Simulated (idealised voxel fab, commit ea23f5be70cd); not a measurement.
A process module follows: voxel wiring stack.
Section shown: cut. Width: 280 nm. Cell size: 5 nm, square.
A cross-section is written here as square cells arranged in a grid, and it is given in bands from the top down, each band taking up one or more rows of cells.
For a band, the entry starts with two heights in nm, that of the top and then that of the bottom, and carries on with the band's materials in order from left to right, each alongside its width in nm; the word "full width" beside a single material means it fills the band edge to edge, and "blank" means empty space.
Height datum 0, below which the as-received substrate wafer is one material. Lowest band open at the bottom, running downward: "from 0 down".
Note: "30->40" means the width goes from the first number (top row of the band) to the second number (bottom row) in equal steps per row of cells.
For the purposes of this document, the phrase "no alteration" attached to a step denotes that no cell within the cross-section was modified by that step.
Look at "Trapped cavities" for the closed voids: empty spaces with no open path to the top, sized 8 cells or up. Each is width x height at distance, distance from the left edge, all nm.
Post-settings text on a step line: simulator's own remark regarding the step.
The setting "overlay nm" may be written on the line of a step. When the step uses a mask, the value reports how far to the right of the planned place the mask lay, and a negative value reports that it lay to the left.

PLAN
- 1: RECEIVE with material Si
- 2: CONFORMAL_DEP with material SiO2, thk nm 10
- 3: CONFORMAL_DEP with material SiCN, thk nm 5
- 4: DIRECTIONAL_DEP with material SiO2, thk nm 25
- 5: MASKED_ETCH with tone open, mask id METAL_1, width nm 30, pitch nm 60, etch materials SiO2, depth nm 25, overlay nm 0
- 6: MASKED_ETCH with tone open, mask id METAL_1, width nm 30, pitch nm 60, etch materials SiCN, depth nm 5, overlay nm 0
- 7: CONFORMAL_DEP with material TiN, thk nm 5
- 8: FILL_DEP with material Cu, thk nm 10
- 9: CMP with height nm 40
- 10: EPI with material Ru, thk nm 5
- 11: FILL_DEP with material SiCN, thk nm 5
- 12: DIRECTIONAL_DEP with material lowk, thk nm 15
- 13: DIRECTIONAL_DEP with material aC, thk nm 10
- 14: PATTERN with tone open, mask id PLUG_1, material resist, width nm 15, pitch nm 60, thk nm 25, overlay nm 0
- 15: DIRECTIONAL_ETCH with etch materials aC, depth nm 10
- 16: STRIP with etch materials resist
- 17: DIRECTIONAL_ETCH with etch materials lowk, depth nm 15
- 18: DIRECTIONAL_ETCH with etch materials SiCN, depth nm 5
- 19: STRIP with etch materials aC
- 20: CONFORMAL_DEP with material TiN, thk nm 5
- 21: FILL_DEP with material Cu, thk nm 5
- 22: CMP with height nm 65
- 23: DIRECTIONAL_DEP with material TiN, thk nm 5
- 24: DIRECTIONAL_DEP with material W, thk nm 25
- 25: MASKED_ETCH with tone cover, mask id METAL_2, width nm 30, pitch nm 60, etch materials W, depth nm 25, overlay nm 0
- 26: MASKED_ETCH with tone cover, mask id METAL_2, width nm 30, pitch nm 60, etch materials TiN, depth nm 5, overlay nm 0
- 27: CONFORMAL_DEP with material SiN, thk nm 5
- 28: FILL_DEP with material lowk, thk nm 10
- 29: CMP with height nm 95
- 30: CONFORMAL_DEP with material SiCN, thk nm 5
- 31: DIRECTIONAL_DEP with material lowk, thk nm 15
- 32: DIRECTIONAL_DEP with material aC, thk nm 15
- 33: PATTERN with tone open, mask id PLUG_2, material resist, width nm 15, pitch nm 60, thk nm 35, overlay nm 0
- 34: DIRECTIONAL_ETCH with etch materials aC, depth nm 15
- 35: STRIP with etch materials resist
- 36: DIRECTIONAL_ETCH with etch materials lowk, depth nm 15
- 37: DIRECTIONAL_ETCH with etch materials SiCN, depth nm 5
- 38: STRIP with etch materials aC
- 39: CONFORMAL_DEP with material TiN, thk nm 5
- 40: FILL_DEP with material Cu, thk nm 10
- 41: CMP with height nm 115
- 42: DIRECTIONAL_DEP with material TiN, thk nm 5
- 43: DIRECTIONAL_DEP with material W, thk nm 25
- 44: DIRECTIONAL_DEP with material aC, thk nm 10
- 45: PATTERN with tone cover, mask id METAL_3, material resist, width nm 30, pitch nm 60, thk nm 30, overlay nm 0
- 46: DIRECTIONAL_ETCH with etch materials aC, depth nm 10
- 47: STRIP with etch materials resist
- 48: DIRECTIONAL_ETCH with etch materials W, depth nm 25
- 49: DIRECTIONAL_ETCH with etch materials TiN, depth nm 5
- 50: STRIP with etch materials aC
- 51: FILL_DEP with material lowk, thk nm 10
- 52: CMP with height nm 145
- 53: CONFORMAL_DEP with material SiN, thk nm 5

FIRST OF TWO WAFERS: RUN AS PLANNED

DELIVERED WAFER IN CROSS-SECTION: STATE AFTER STEP 1
	from 0 down  Si full width
	Trapped cavities: none

STEP 2 DONE - WAFER CROSS-SECTION
	from 10 to 0  SiO2 full width
	below 0: unchanged

STEP 3 DONE - WAFER CROSS-SECTION
	from 15 to 10  SiCN full width
	below 10: unchanged

STEP 4 DONE - WAFER CROSS-SECTION
	from 40 to 15  SiO2 full width
	below 15: unchanged

STEP 5 DONE - WAFER CROSS-SECTION
	from 40 to 15  95 nm SiO2; 30 nm blank; 30 nm SiO2; 30 nm blank; 95 nm SiO2
	below 15: unchanged

STEP 6 DONE - WAFER CROSS-SECTION
	from 40 to 15  95 nm SiO2; 30 nm blank; 30 nm SiO2; 30 nm blank; 95 nm SiO2
	from 15 to 10  95 nm SiCN; 30 nm blank; 30 nm SiCN; 30 nm blank; 95 nm SiCN
	below 10: unchanged

STEP 7 DONE - WAFER CROSS-SECTION
	from 45 to 40  100 nm TiN; 20 nm blank; 40 nm TiN; 20 nm blank; 100 nm TiN
	from 40 to 15  95 nm SiO2; 5 nm TiN; 20 nm blank; 5 nm TiN; 30 nm SiO2; 5 nm TiN; 20 nm blank; 5 nm TiN; 95 nm SiO2
	from 15 to 10  95 nm SiCN; 30 nm TiN; 30 nm SiCN; 30 nm TiN; 95 nm SiCN
	below 10: unchanged

STEP 8 DONE - WAFER CROSS-SECTION
	from 55 to 45  Cu full width
	from 45 to 40  100 nm TiN; 20 nm Cu; 40 nm TiN; 20 nm Cu; 100 nm TiN
	from 40 to 15  95 nm SiO2; 5 nm TiN; 20 nm Cu; 5 nm TiN; 30 nm SiO2; 5 nm TiN; 20 nm Cu; 5 nm TiN; 95 nm SiO2
	below 15: unchanged

STEP 9 DONE - WAFER CROSS-SECTION
	from 40 to 15  95 nm SiO2; 5 nm TiN; 20 nm Cu; 5 nm TiN; 30 nm SiO2; 5 nm TiN; 20 nm Cu; 5 nm TiN; 95 nm SiO2
	below 15: unchanged

STEP 10 DONE - WAFER CROSS-SECTION
	from 45 to 40  90 nm blank; 40 nm Ru; 20 nm blank; 40 nm Ru; 90 nm blank
	below 40: unchanged

STEP 11 DONE - WAFER CROSS-SECTION
	from 50 to 45  SiCN full width
	from 45 to 40  90 nm SiCN; 40 nm Ru; 20 nm SiCN; 40 nm Ru; 90 nm SiCN
	below 40: unchanged

STEP 12 DONE - WAFER CROSS-SECTION
	from 65 to 50  lowk full width
	below 50: unchanged

STEP 13 DONE - WAFER CROSS-SECTION
	from 75 to 65  aC full width
	below 65: unchanged

STEP 14 DONE - WAFER CROSS-SECTION
	from 100 to 75  95 nm resist; 15 nm blank; 45 nm resist; 15 nm blank; 110 nm resist
	below 75: unchanged

STEP 15 DONE - WAFER CROSS-SECTION
	from 90 to 75  95 nm resist; 15 nm blank; 45 nm resist; 15 nm blank; 110 nm resist
	from 75 to 65  95 nm aC; 15 nm blank; 45 nm aC; 15 nm blank; 110 nm aC
	below 65: unchanged

STEP 16 DONE - WAFER CROSS-SECTION
	from 75 to 65  95 nm aC; 15 nm blank; 45 nm aC; 15 nm blank; 110 nm aC
	below 65: unchanged

STEP 17 DONE - WAFER CROSS-SECTION
	from 75 to 65  95 nm aC; 15 nm blank; 45 nm aC; 15 nm blank; 110 nm aC
	from 65 to 50  95 nm lowk; 15 nm blank; 45 nm lowk; 15 nm blank; 110 nm lowk
	below 50: unchanged

STEP 18 DONE - WAFER CROSS-SECTION
	from 75 to 65  95 nm aC; 15 nm blank; 45 nm aC; 15 nm blank; 110 nm aC
	from 65 to 50  95 nm lowk; 15 nm blank; 45 nm lowk; 15 nm blank; 110 nm lowk
	from 50 to 45  95 nm SiCN; 15 nm blank; 45 nm SiCN; 15 nm blank; 110 nm SiCN
	below 45: unchanged

STEP 19 DONE - WAFER CROSS-SECTION
	from 65 to 50  95 nm lowk; 15 nm blank; 45 nm lowk; 15 nm blank; 110 nm lowk
	below 50: unchanged

STEP 20 DONE - WAFER CROSS-SECTION
	from 70 to 65  100 nm TiN; 5 nm blank; 55 nm TiN; 5 nm blank; 115 nm TiN
	from 65 to 50  95 nm lowk; 5 nm TiN; 5 nm blank; 5 nm TiN; 45 nm lowk; 5 nm TiN; 5 nm blank; 5 nm TiN; 110 nm lowk
	from 50 to 45  95 nm SiCN; 15 nm TiN; 45 nm SiCN; 15 nm TiN; 110 nm SiCN
	below 45: unchanged

STEP 21 DONE - WAFER CROSS-SECTION
	from 75 to 70  Cu full width
	from 70 to 65  100 nm TiN; 5 nm Cu; 55 nm TiN; 5 nm Cu; 115 nm TiN
	from 65 to 50  95 nm lowk; 5 nm TiN; 5 nm Cu; 5 nm TiN; 45 nm lowk; 5 nm TiN; 5 nm Cu; 5 nm TiN; 110 nm lowk
	below 50: unchanged

STEP 22 DONE - WAFER CROSS-SECTION
	from 65 to 50  95 nm lowk; 5 nm TiN; 5 nm Cu; 5 nm TiN; 45 nm lowk; 5 nm TiN; 5 nm Cu; 5 nm TiN; 110 nm lowk
	below 50: unchanged

STEP 23 DONE - WAFER CROSS-SECTION
	from 70 to 65  TiN full width
	below 65: unchanged

STEP 24 DONE - WAFER CROSS-SECTION
	from 95 to 70  W full width
	below 70: unchanged

STEP 25 DONE - WAFER CROSS-SECTION
	from 95 to 70  95 nm blank; 30 nm W; 30 nm blank; 30 nm W; 95 nm blank
	below 70: unchanged

STEP 26 DONE - WAFER CROSS-SECTION
	from 95 to 70  95 nm blank; 30 nm W; 30 nm blank; 30 nm W; 95 nm blank
	from 70 to 65  95 nm blank; 30 nm TiN; 30 nm blank; 30 nm TiN; 95 nm blank
	below 65: unchanged

STEP 27 DONE - WAFER CROSS-SECTION
	from 100 to 95  90 nm blank; 40 nm SiN; 20 nm blank; 40 nm SiN; 90 nm blank
	from 95 to 70  90 nm blank; 5 nm SiN; 30 nm W; 5 nm SiN; 20 nm blank; 5 nm SiN; 30 nm W; 5 nm SiN; 90 nm blank
	from 70 to 65  95 nm SiN; 30 nm TiN; 30 nm SiN; 30 nm TiN; 95 nm SiN
	below 65: unchanged

STEP 28 DONE - WAFER CROSS-SECTION
	from 110 to 100  lowk full width
	from 100 to 95  90 nm lowk; 40 nm SiN; 20 nm lowk; 40 nm SiN; 90 nm lowk
	from 95 to 70  90 nm lowk; 5 nm SiN; 30 nm W; 5 nm SiN; 20 nm lowk; 5 nm SiN; 30 nm W; 5 nm SiN; 90 nm lowk
	below 70: unchanged

STEP 29 DONE - WAFER CROSS-SECTION
	from 95 to 70  90 nm lowk; 5 nm SiN; 30 nm W; 5 nm SiN; 20 nm lowk; 5 nm SiN; 30 nm W; 5 nm SiN; 90 nm lowk
	below 70: unchanged

STEP 30 DONE - WAFER CROSS-SECTION
	from 100 to 95  SiCN full width
	below 95: unchanged

STEP 31 DONE - WAFER CROSS-SECTION
	from 115 to 100  lowk full width
	below 100: unchanged

STEP 32 DONE - WAFER CROSS-SECTION
	from 130 to 115  aC full width
	below 115: unchanged

STEP 33 DONE - WAFER CROSS-SECTION
	from 165 to 130  95 nm resist; 15 nm blank; 45 nm resist; 15 nm blank; 110 nm resist
	below 130: unchanged

STEP 34 DONE - WAFER CROSS-SECTION
	from 150 to 130  95 nm resist; 15 nm blank; 45 nm resist; 15 nm blank; 110 nm resist
	from 130 to 115  95 nm aC; 15 nm blank; 45 nm aC; 15 nm blank; 110 nm aC
	below 115: unchanged

STEP 35 DONE - WAFER CROSS-SECTION
	from 130 to 115  95 nm aC; 15 nm blank; 45 nm aC; 15 nm blank; 110 nm aC
	below 115: unchanged

STEP 36 DONE - WAFER CROSS-SECTION
	from 130 to 115  95 nm aC; 15 nm blank; 45 nm aC; 15 nm blank; 110 nm aC
	from 115 to 100  95 nm lowk; 15 nm blank; 45 nm lowk; 15 nm blank; 110 nm lowk
	below 100: unchanged

STEP 37 DONE - WAFER CROSS-SECTION
	from 130 to 115  95 nm aC; 15 nm blank; 45 nm aC; 15 nm blank; 110 nm aC
	from 115 to 100  95 nm lowk; 15 nm blank; 45 nm lowk; 15 nm blank; 110 nm lowk
	from 100 to 95  95 nm SiCN; 15 nm blank; 45 nm SiCN; 15 nm blank; 110 nm SiCN
	below 95: unchanged

STEP 38 DONE - WAFER CROSS-SECTION
	from 115 to 100  95 nm lowk; 15 nm blank; 45 nm lowk; 15 nm blank; 110 nm lowk
	below 100: unchanged

STEP 39 DONE - WAFER CROSS-SECTION
	from 120 to 115  100 nm TiN; 5 nm blank; 55 nm TiN; 5 nm blank; 115 nm TiN
	from 115 to 100  95 nm lowk; 5 nm TiN; 5 nm blank; 5 nm TiN; 45 nm lowk; 5 nm TiN; 5 nm blank; 5 nm TiN; 110 nm lowk
	from 100 to 95  95 nm SiCN; 15 nm TiN; 45 nm SiCN; 15 nm TiN; 110 nm SiCN
	below 95: unchanged

STEP 40 DONE - WAFER CROSS-SECTION
	from 130 to 120  Cu full width
	from 120 to 115  100 nm TiN; 5 nm Cu; 55 nm TiN; 5 nm Cu; 115 nm TiN
	from 115 to 100  95 nm lowk; 5 nm TiN; 5 nm Cu; 5 nm TiN; 45 nm lowk; 5 nm TiN; 5 nm Cu; 5 nm TiN; 110 nm lowk
	below 100: unchanged

STEP 41 DONE - WAFER CROSS-SECTION
	from 115 to 100  95 nm lowk; 5 nm TiN; 5 nm Cu; 5 nm TiN; 45 nm lowk; 5 nm TiN; 5 nm Cu; 5 nm TiN; 110 nm lowk
	below 100: unchanged

STEP 42 DONE - WAFER CROSS-SECTION
	from 120 to 115  TiN full width
	below 115: unchanged

STEP 43 DONE - WAFER CROSS-SECTION
	from 145 to 120  W full width
	below 120: unchanged

STEP 44 DONE - WAFER CROSS-SECTION
	from 155 to 145  aC full width
	below 145: unchanged

STEP 45 DONE - WAFER CROSS-SECTION
	from 185 to 155  95 nm blank; 30 nm resist; 30 nm blank; 30 nm resist; 95 nm blank
	below 155: unchanged

STEP 46 DONE - WAFER CROSS-SECTION
	from 175 to 155  95 nm blank; 30 nm resist; 30 nm blank; 30 nm resist; 95 nm blank
	from 155 to 145  95 nm blank; 30 nm aC; 30 nm blank; 30 nm aC; 95 nm blank
	below 145: unchanged

STEP 47 DONE - WAFER CROSS-SECTION
	from 155 to 145  95 nm blank; 30 nm aC; 30 nm blank; 30 nm aC; 95 nm blank
	below 145: unchanged

STEP 48 DONE - WAFER CROSS-SECTION
	from 155 to 145  95 nm blank; 30 nm aC; 30 nm blank; 30 nm aC; 95 nm blank
	from 145 to 120  95 nm blank; 30 nm W; 30 nm blank; 30 nm W; 95 nm blank
	below 120: unchanged

STEP 49 DONE - WAFER CROSS-SECTION
	from 155 to 145  95 nm blank; 30 nm aC; 30 nm blank; 30 nm aC; 95 nm blank
	from 145 to 120  95 nm blank; 30 nm W; 30 nm blank; 30 nm W; 95 nm blank
	from 120 to 115  95 nm blank; 30 nm TiN; 30 nm blank; 30 nm TiN; 95 nm blank
	below 115: unchanged

STEP 50 DONE - WAFER CROSS-SECTION
	from 145 to 120  95 nm blank; 30 nm W; 30 nm blank; 30 nm W; 95 nm blank
	below 120: unchanged

STEP 51 DONE - WAFER CROSS-SECTION
	from 155 to 145  lowk full width
	from 145 to 120  95 nm lowk; 30 nm W; 30 nm lowk; 30 nm W; 95 nm lowk
	from 120 to 115  95 nm lowk; 30 nm TiN; 30 nm lowk; 30 nm TiN; 95 nm lowk
	below 115: unchanged

STEP 52 DONE - WAFER CROSS-SECTION
	from 145 to 120  95 nm lowk; 30 nm W; 30 nm lowk; 30 nm W; 95 nm lowk
	below 120: unchanged

STEP 53 DONE - WAFER CROSS-SECTION
	from 150 to 145  SiN full width
	below 145: unchanged

WHAT FOLLOWS CONCERNS THE SECOND WAFER, WHICH STARTED OUT LIKE THE FIRST AND WAS MEANT TO FOLLOW THE VERY SAME PLAN; ONE MISTAKE CREPT IN WHEN IT WAS RUN, BUT EVERYTHING UP TO AND INCLUDING STEP 48 IS THE SAME AS FOR THE FIRST WAFER

WHAT THE SECOND WAFER LOOKS LIKE IN CROSS-SECTION WHEN STEP 49 SHOULD HAVE WRAPPED UP
	from 155 to 145  95 nm blank; 30 nm aC; 30 nm blank; 30 nm aC; 95 nm blank
	from 145 to 120  95 nm blank; 30 nm W; 30 nm blank; 30 nm W; 95 nm blank
	from 120 to 115  95 nm blank; 30 nm TiN; 30 nm blank; 30 nm TiN; 95 nm blank
	below 115: unchanged

WHAT THE SECOND WAFER LOOKS LIKE IN CROSS-SECTION WHEN STEP 50 SHOULD HAVE WRAPPED UP
	from 145 to 120  95 nm blank; 30 nm W; 30 nm blank; 30 nm W; 95 nm blank
	below 120: unchanged

WHAT THE SECOND WAFER LOOKS LIKE IN CROSS-SECTION WHEN STEP 51 SHOULD HAVE WRAPPED UP
	from 155 to 145  lowk full width
	from 145 to 120  95 nm lowk; 30 nm W; 30 nm lowk; 30 nm W; 95 nm lowk
	from 120 to 115  95 nm lowk; 30 nm TiN; 30 nm lowk; 30 nm TiN; 95 nm lowk
	below 115: unchanged

WHAT THE SECOND WAFER LOOKS LIKE IN CROSS-SECTION WHEN STEP 52 SHOULD HAVE WRAPPED UP
	from 145 to 120  95 nm lowk; 30 nm W; 30 nm lowk; 30 nm W; 95 nm lowk
	below 120: unchanged

WHAT THE SECOND WAFER LOOKS LIKE IN CROSS-SECTION WHEN STEP 53 SHOULD HAVE WRAPPED UP
	from 150 to 145  SiN full width
	below 145: unchanged
Error vs. plan: step 49 of the plan was executed twice over
The mistake has no effect on what this model computes, because the two wafers end with the same cross-section.
